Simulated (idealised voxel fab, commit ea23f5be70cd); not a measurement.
process module | voxel trench capacitor
The width of the displayed cross-section, cut, is 245 nm; its cells are square, with a size of 5 nm.
Notation: cross-section as square-cell grid; stated in bands, top first, going down; one or more cell rows per band.
The entry gives the band's vertical extent as a top height and a bottom height in nm, then its horizontal make-up as materials from left to right, each with a width in nm. "blank" stands for empty space; a single material marked "full width" fills the band edge to edge.
Ref level 0: as-received wafer is one material below here. Bottom band extends down with no lower bound ("top 0, no bottom").
With a width like "30 to 40", each row of cells in the band differs from the next by the same amount, the top row carrying the first number and the bottom row the second.
"changes: none" -> step changed no cross-section cell.
Entry "Closed internal cavities". Content: empty spaces with no open connection to the top, size 8 cells or greater. Each: width x height at distance. Distance: from left edge. Unit: nm.
Text after the settings on a step's line: the simulator's own remark on that step.
"overlay nm", when on a step's line for a step with a mask, measures how far to the right of its planned place the mask lay; a negative measure means to the left.

THE PLANNED PROCESS STEPS ARE ENUMERATED HEREUNDER
1 RECEIVE with material Si
2 CONFORMAL_DEP with material SiN, thk nm 5
3 PATTERN with tone open, mask id TRENCH, material resist, width nm 30, pitch nm 45, thk nm 15, overlay nm 0
4 DIRECTIONAL_ETCH with etch materials SiN, depth nm 5
5 DIRECTIONAL_ETCH with etch materials Si, depth nm 40
6 STRIP with etch materials resist
7 CONFORMAL_DEP with material HfO2, thk nm 5
8 CONFORMAL_DEP with material TiN, thk nm 5
9 FILL_DEP with material W, thk nm 5
10 CMP with height nm 5

WAFER, FIRST OF TWO, RUN AS PLANNED

CROSS-SECTION OF THE WAFER AT RECEIPT, WHICH IS THE CONDITION AFTER STEP 1
	top 0, no bottom: Si full width
	Closed internal cavities: none

CROSS-SECTION: WAFER STATE AFTER STEP 2
	top 5, bottom 0: SiN full width
	Everything under 0 stays put, no change at all.

CROSS-SECTION: WAFER STATE AFTER STEP 3
	top 20, bottom 5: resist: 40; blank: 30; resist: 15; blank: 30; resist: 15; blank: 30; resist: 15; blank: 30; resist: 40
	Everything under 5 stays put, no change at all.

CROSS-SECTION: WAFER STATE AFTER STEP 4
	top 20, bottom 5: resist: 40; blank: 30; resist: 15; blank: 30; resist: 15; blank: 30; resist: 15; blank: 30; resist: 40
	top 5, bottom 0: SiN: 40; blank: 30; SiN: 15; blank: 30; SiN: 15; blank: 30; SiN: 15; blank: 30; SiN: 40
	Everything under 0 stays put, no change at all.

CROSS-SECTION: WAFER STATE AFTER STEP 5
	top 20, bottom 5: resist: 40; blank: 30; resist: 15; blank: 30; resist: 15; blank: 30; resist: 15; blank: 30; resist: 40
	top 5, bottom 0: SiN: 40; blank: 30; SiN: 15; blank: 30; SiN: 15; blank: 30; SiN: 15; blank: 30; SiN: 40
	top 0, bottom -40: Si: 40; blank: 30; Si: 15; blank: 30; Si: 15; blank: 30; Si: 15; blank: 30; Si: 40
	Everything under -40 stays put, no change at all.

CROSS-SECTION: WAFER STATE AFTER STEP 6
	top 5, bottom 0: SiN: 40; blank: 30; SiN: 15; blank: 30; SiN: 15; blank: 30; SiN: 15; blank: 30; SiN: 40
	Everything under 0 stays put, no change at all.

CROSS-SECTION: WAFER STATE AFTER STEP 7
	top 10, bottom 5: HfO2: 45; blank: 20; HfO2: 25; blank: 20; HfO2: 25; blank: 20; HfO2: 25; blank: 20; HfO2: 45
	top 5, bottom 0: SiN: 40; HfO2: 5; blank: 20; HfO2: 5; SiN: 15; HfO2: 5; blank: 20; HfO2: 5; SiN: 15; HfO2: 5; blank: 20; HfO2: 5; SiN: 15; HfO2: 5; blank: 20; HfO2: 5; SiN: 40
	top 0, bottom -35: Si: 40; HfO2: 5; blank: 20; HfO2: 5; Si: 15; HfO2: 5; blank: 20; HfO2: 5; Si: 15; HfO2: 5; blank: 20; HfO2: 5; Si: 15; HfO2: 5; blank: 20; HfO2: 5; Si: 40
	top -35, bottom -40: Si: 40; HfO2: 30; Si: 15; HfO2: 30; Si: 15; HfO2: 30; Si: 15; HfO2: 30; Si: 40
	Everything under -40 stays put, no change at all.

CROSS-SECTION: WAFER STATE AFTER STEP 8
	top 15, bottom 10: TiN: 50; blank: 10; TiN: 35; blank: 10; TiN: 35; blank: 10; TiN: 35; blank: 10; TiN: 50
	top 10, bottom 5: HfO2: 45; TiN: 5; blank: 10; TiN: 5; HfO2: 25; TiN: 5; blank: 10; TiN: 5; HfO2: 25; TiN: 5; blank: 10; TiN: 5; HfO2: 25; TiN: 5; blank: 10; TiN: 5; HfO2: 45
	top 5, bottom 0: SiN: 40; HfO2: 5; TiN: 5; blank: 10; TiN: 5; HfO2: 5; SiN: 15; HfO2: 5; TiN: 5; blank: 10; TiN: 5; HfO2: 5; SiN: 15; HfO2: 5; TiN: 5; blank: 10; TiN: 5; HfO2: 5; SiN: 15; HfO2: 5; TiN: 5; blank: 10; TiN: 5; HfO2: 5; SiN: 40
	top 0, bottom -30: Si: 40; HfO2: 5; TiN: 5; blank: 10; TiN: 5; HfO2: 5; Si: 15; HfO2: 5; TiN: 5; blank: 10; TiN: 5; HfO2: 5; Si: 15; HfO2: 5; TiN: 5; blank: 10; TiN: 5; HfO2: 5; Si: 15; HfO2: 5; TiN: 5; blank: 10; TiN: 5; HfO2: 5; Si: 40
	top -30, bottom -35: Si: 40; HfO2: 5; TiN: 20; HfO2: 5; Si: 15; HfO2: 5; TiN: 20; HfO2: 5; Si: 15; HfO2: 5; TiN: 20; HfO2: 5; Si: 15; HfO2: 5; TiN: 20; HfO2: 5; Si: 40
	Everything under -35 stays put, no change at all.

CROSS-SECTION: WAFER STATE AFTER STEP 9
	top 20, bottom 15: W full width
	top 15, bottom 10: TiN: 50; W: 10; TiN: 35; W: 10; TiN: 35; W: 10; TiN: 35; W: 10; TiN: 50
	top 10, bottom 5: HfO2: 45; TiN: 5; W: 10; TiN: 5; HfO2: 25; TiN: 5; W: 10; TiN: 5; HfO2: 25; TiN: 5; W: 10; TiN: 5; HfO2: 25; TiN: 5; W: 10; TiN: 5; HfO2: 45
	top 5, bottom 0: SiN: 40; HfO2: 5; TiN: 5; W: 10; TiN: 5; HfO2: 5; SiN: 15; HfO2: 5; TiN: 5; W: 10; TiN: 5; HfO2: 5; SiN: 15; HfO2: 5; TiN: 5; W: 10; TiN: 5; HfO2: 5; SiN: 15; HfO2: 5; TiN: 5; W: 10; TiN: 5; HfO2: 5; SiN: 40
	top 0, bottom -30: Si: 40; HfO2: 5; TiN: 5; W: 10; TiN: 5; HfO2: 5; Si: 15; HfO2: 5; TiN: 5; W: 10; TiN: 5; HfO2: 5; Si: 15; HfO2: 5; TiN: 5; W: 10; TiN: 5; HfO2: 5; Si: 15; HfO2: 5; TiN: 5; W: 10; TiN: 5; HfO2: 5; Si: 40
	Everything under -30 stays put, no change at all.

CROSS-SECTION: WAFER STATE AFTER STEP 10
	top 5, bottom 0: SiN: 40; HfO2: 5; TiN: 5; W: 10; TiN: 5; HfO2: 5; SiN: 15; HfO2: 5; TiN: 5; W: 10; TiN: 5; HfO2: 5; SiN: 15; HfO2: 5; TiN: 5; W: 10; TiN: 5; HfO2: 5; SiN: 15; HfO2: 5; TiN: 5; W: 10; TiN: 5; HfO2: 5; SiN: 40
	Everything under 0 stays put, no change at all.

NOTES, SECOND WAFER: START = FIRST WAFER'S, PLAN = FIRST WAFER'S, EXECUTION HAD ONE MISTAKE; HISTORY IDENTICAL TO FIRST THROUGH STEP 2

CROSS-SECTION: SECOND WAFER, TIME AT WHICH STEP 3 WAS SCHEDULED TO END
	top 20, bottom 5: resist: 30; blank: 30; resist: 15; blank: 30; resist: 15; blank: 30; resist: 15; blank: 30; resist: 50
	Everything under 5 stays put, no change at all.

CROSS-SECTION: SECOND WAFER, TIME AT WHICH STEP 4 WAS SCHEDULED TO END
	top 20, bottom 5: resist: 30; blank: 30; resist: 15; blank: 30; resist: 15; blank: 30; resist: 15; blank: 30; resist: 50
	top 5, bottom 0: SiN: 30; blank: 30; SiN: 15; blank: 30; SiN: 15; blank: 30; SiN: 15; blank: 30; SiN: 50
	Everything under 0 stays put, no change at all.

CROSS-SECTION: SECOND WAFER, TIME AT WHICH STEP 5 WAS SCHEDULED TO END
	top 20, bottom 5: resist: 30; blank: 30; resist: 15; blank: 30; resist: 15; blank: 30; resist: 15; blank: 30; resist: 50
	top 5, bottom 0: SiN: 30; blank: 30; SiN: 15; blank: 30; SiN: 15; blank: 30; SiN: 15; blank: 30; SiN: 50
	top 0, bottom -40: Si: 30; blank: 30; Si: 15; blank: 30; Si: 15; blank: 30; Si: 15; blank: 30; Si: 50
	Everything under -40 stays put, no change at all.

CROSS-SECTION: SECOND WAFER, TIME AT WHICH STEP 6 WAS SCHEDULED TO END
	top 5, bottom 0: SiN: 30; blank: 30; SiN: 15; blank: 30; SiN: 15; blank: 30; SiN: 15; blank: 30; SiN: 50
	Everything under 0 stays put, no change at all.

CROSS-SECTION: SECOND WAFER, TIME AT WHICH STEP 7 WAS SCHEDULED TO END
	top 10, bottom 5: HfO2: 35; blank: 20; HfO2: 25; blank: 20; HfO2: 25; blank: 20; HfO2: 25; blank: 20; HfO2: 55
	top 5, bottom 0: SiN: 30; HfO2: 5; blank: 20; HfO2: 5; SiN: 15; HfO2: 5; blank: 20; HfO2: 5; SiN: 15; HfO2: 5; blank: 20; HfO2: 5; SiN: 15; HfO2: 5; blank: 20; HfO2: 5; SiN: 50
	top 0, bottom -35: Si: 30; HfO2: 5; blank: 20; HfO2: 5; Si: 15; HfO2: 5; blank: 20; HfO2: 5; Si: 15; HfO2: 5; blank: 20; HfO2: 5; Si: 15; HfO2: 5; blank: 20; HfO2: 5; Si: 50
	top -35, bottom -40: Si: 30; HfO2: 30; Si: 15; HfO2: 30; Si: 15; HfO2: 30; Si: 15; HfO2: 30; Si: 50
	Everything under -40 stays put, no change at all.

CROSS-SECTION: SECOND WAFER, TIME AT WHICH STEP 8 WAS SCHEDULED TO END
	top 15, bottom 10: TiN: 40; blank: 10; TiN: 35; blank: 10; TiN: 35; blank: 10; TiN: 35; blank: 10; TiN: 60
	top 10, bottom 5: HfO2: 35; TiN: 5; blank: 10; TiN: 5; HfO2: 25; TiN: 5; blank: 10; TiN: 5; HfO2: 25; TiN: 5; blank: 10; TiN: 5; HfO2: 25; TiN: 5; blank: 10; TiN: 5; HfO2: 55
	top 5, bottom 0: SiN: 30; HfO2: 5; TiN: 5; blank: 10; TiN: 5; HfO2: 5; SiN: 15; HfO2: 5; TiN: 5; blank: 10; TiN: 5; HfO2: 5; SiN: 15; HfO2: 5; TiN: 5; blank: 10; TiN: 5; HfO2: 5; SiN: 15; HfO2: 5; TiN: 5; blank: 10; TiN: 5; HfO2: 5; SiN: 50
	top 0, bottom -30: Si: 30; HfO2: 5; TiN: 5; blank: 10; TiN: 5; HfO2: 5; Si: 15; HfO2: 5; TiN: 5; blank: 10; TiN: 5; HfO2: 5; Si: 15; HfO2: 5; TiN: 5; blank: 10; TiN: 5; HfO2: 5; Si: 15; HfO2: 5; TiN: 5; blank: 10; TiN: 5; HfO2: 5; Si: 50
	top -30, bottom -35: Si: 30; HfO2: 5; TiN: 20; HfO2: 5; Si: 15; HfO2: 5; TiN: 20; HfO2: 5; Si: 15; HfO2: 5; TiN: 20; HfO2: 5; Si: 15; HfO2: 5; TiN: 20; HfO2: 5; Si: 50
	Everything under -35 stays put, no change at all.

CROSS-SECTION: SECOND WAFER, TIME AT WHICH STEP 9 WAS SCHEDULED TO END
	top 20, bottom 15: W full width
	top 15, bottom 10: TiN: 40; W: 10; TiN: 35; W: 10; TiN: 35; W: 10; TiN: 35; W: 10; TiN: 60
	top 10, bottom 5: HfO2: 35; TiN: 5; W: 10; TiN: 5; HfO2: 25; TiN: 5; W: 10; TiN: 5; HfO2: 25; TiN: 5; W: 10; TiN: 5; HfO2: 25; TiN: 5; W: 10; TiN: 5; HfO2: 55
	top 5, bottom 0: SiN: 30; HfO2: 5; TiN: 5; W: 10; TiN: 5; HfO2: 5; SiN: 15; HfO2: 5; TiN: 5; W: 10; TiN: 5; HfO2: 5; SiN: 15; HfO2: 5; TiN: 5; W: 10; TiN: 5; HfO2: 5; SiN: 15; HfO2: 5; TiN: 5; W: 10; TiN: 5; HfO2: 5; SiN: 50
	top 0, bottom -30: Si: 30; HfO2: 5; TiN: 5; W: 10; TiN: 5; HfO2: 5; Si: 15; HfO2: 5; TiN: 5; W: 10; TiN: 5; HfO2: 5; Si: 15; HfO2: 5; TiN: 5; W: 10; TiN: 5; HfO2: 5; Si: 15; HfO2: 5; TiN: 5; W: 10; TiN: 5; HfO2: 5; Si: 50
	Everything under -30 stays put, no change at all.

CROSS-SECTION: SECOND WAFER, TIME AT WHICH STEP 10 WAS SCHEDULED TO END
	top 5, bottom 0: SiN: 30; HfO2: 5; TiN: 5; W: 10; TiN: 5; HfO2: 5; SiN: 15; HfO2: 5; TiN: 5; W: 10; TiN: 5; HfO2: 5; SiN: 15; HfO2: 5; TiN: 5; W: 10; TiN: 5; HfO2: 5; SiN: 15; HfO2: 5; TiN: 5; W: 10; TiN: 5; HfO2: 5; SiN: 50
	Everything under 0 stays put, no change at all.
Here's what went sideways: step 3 ran differently from the plan; actual operation with settings: PATTERN with tone open, mask id TRENCH, material resist, width nm 30, pitch nm 45, thk nm 15, overlay nm -10
Upon completion, the cell count for each material on the second wafer equals that on the first, whereas the spatial distribution of those cells differs.
